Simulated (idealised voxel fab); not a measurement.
process module | voxel tone inversion
cross-section cut | 240 nm wide | cells 5 nm
A cross-section is a grid of square cells, given in bands from the top down. A band is one or more rows of cells.
Each band's line starts with the height of the band's top and of its bottom, in nm. Then come its materials from left to right, each with its width in nm. One material with "throughout" fills the band from edge to edge. "air" is empty space.
Height 0 is the level under which the wafer as received is all one material. The lowest band goes on downwards, as in "0 down".
A width such as "30 to 40" changes by the same amount from each row of cells to the next, from the band's top row to its bottom row.
"no change" after a step means that no cell of the cross-section changed.
closed voids: empty space of 8 cells or more with no open way to the top, each as width x height at its distance from the left edge, in nm
after a step's settings: what the simulator itself notes on the step
overlay nm, on a step with a mask: how far to the right of its planned place the mask lay; to the left if negative
plan
1 op RECEIVE | material Si
2 op CONFORMAL_DEP | material SiN | thk nm 10
3 op DIRECTIONAL_DEP | material aC | thk nm 25
4 op PATTERN | tone cover | mask id POSTS | material resist | width nm 20 | pitch nm 50 | thk nm 35 | overlay nm 0
5 op DIRECTIONAL_ETCH | etch materials aC | depth nm 25
6 op STRIP | etch materials resist
7 op FILL_DEP | material lowk | thk nm 5
8 op CMP | height nm 35
9 op STRIP | etch materials aC
10 op CONFORMAL_DEP | material TiN | thk nm 5
11 op FILL_DEP | material Ru | thk nm 10
12 op CMP | height nm 35
13 op CONFORMAL_DEP | material SiN | thk nm 5
first wafer, as planned
as received, after step 1
  0 down: Si throughout
  closed voids: none
after step 2
  10 to 0: SiN throughout
  below 0: unchanged
after step 3
  35 to 10: aC throughout
  below 10: unchanged
after step 4
  70 to 35: air 35 | resist 20 | air 30 | resist 20 | air 30 | resist 20 | air 30 | resist 20 | air 35
  below 35: unchanged
after step 5
  45 to 35: air 35 | resist 20 | air 30 | resist 20 | air 30 | resist 20 | air 30 | resist 20 | air 35
  35 to 10: air 35 | aC 20 | air 30 | aC 20 | air 30 | aC 20 | air 30 | aC 20 | air 35
  below 10: unchanged
after step 6
  35 to 10: air 35 | aC 20 | air 30 | aC 20 | air 30 | aC 20 | air 30 | aC 20 | air 35
  below 10: unchanged
after step 7
  40 to 35: lowk throughout
  35 to 10: lowk 35 | aC 20 | lowk 30 | aC 20 | lowk 30 | aC 20 | lowk 30 | aC 20 | lowk 35
  below 10: unchanged
after step 8
  35 to 10: lowk 35 | aC 20 | lowk 30 | aC 20 | lowk 30 | aC 20 | lowk 30 | aC 20 | lowk 35
  below 10: unchanged
after step 9
  35 to 10: lowk 35 | air 20 | lowk 30 | air 20 | lowk 30 | air 20 | lowk 30 | air 20 | lowk 35
  below 10: unchanged
after step 10
  40 to 35: TiN 40 | air 10 | TiN 40 | air 10 | TiN 40 | air 10 | TiN 40 | air 10 | TiN 40
  35 to 15: lowk 35 | TiN 5 | air 10 | TiN 5 | lowk 30 | TiN 5 | air 10 | TiN 5 | lowk 30 | TiN 5 | air 10 | TiN 5 | lowk 30 | TiN 5 | air 10 | TiN 5 | lowk 35
  15 to 10: lowk 35 | TiN 20 | lowk 30 | TiN 20 | lowk 30 | TiN 20 | lowk 30 | TiN 20 | lowk 35
  below 10: unchanged
after step 11
  50 to 40: Ru throughout
  40 to 35: TiN 40 | Ru 10 | TiN 40 | Ru 10 | TiN 40 | Ru 10 | TiN 40 | Ru 10 | TiN 40
  35 to 15: lowk 35 | TiN 5 | Ru 10 | TiN 5 | lowk 30 | TiN 5 | Ru 10 | TiN 5 | lowk 30 | TiN 5 | Ru 10 | TiN 5 | lowk 30 | TiN 5 | Ru 10 | TiN 5 | lowk 35
  below 15: unchanged
after step 12
  35 to 15: lowk 35 | TiN 5 | Ru 10 | TiN 5 | lowk 30 | TiN 5 | Ru 10 | TiN 5 | lowk 30 | TiN 5 | Ru 10 | TiN 5 | lowk 30 | TiN 5 | Ru 10 | TiN 5 | lowk 35
  below 15: unchanged
after step 13
  40 to 35: SiN throughout
  below 35: unchanged
second wafer: like start, like plan, one mistake. Through step 11 it matches the first wafer
when step 12 should have ended
  40 to 35: TiN 40 | Ru 10 | TiN 40 | Ru 10 | TiN 40 | Ru 10 | TiN 40 | Ru 10 | TiN 40
  below 35: unchanged
when step 13 should have ended
  45 to 40: SiN throughout
  below 40: unchanged
what went wrong: step 12 ran as: op CMP | height nm 40
at the end the second wafer has, in cells: 8 more of Ru | 40 more of TiN
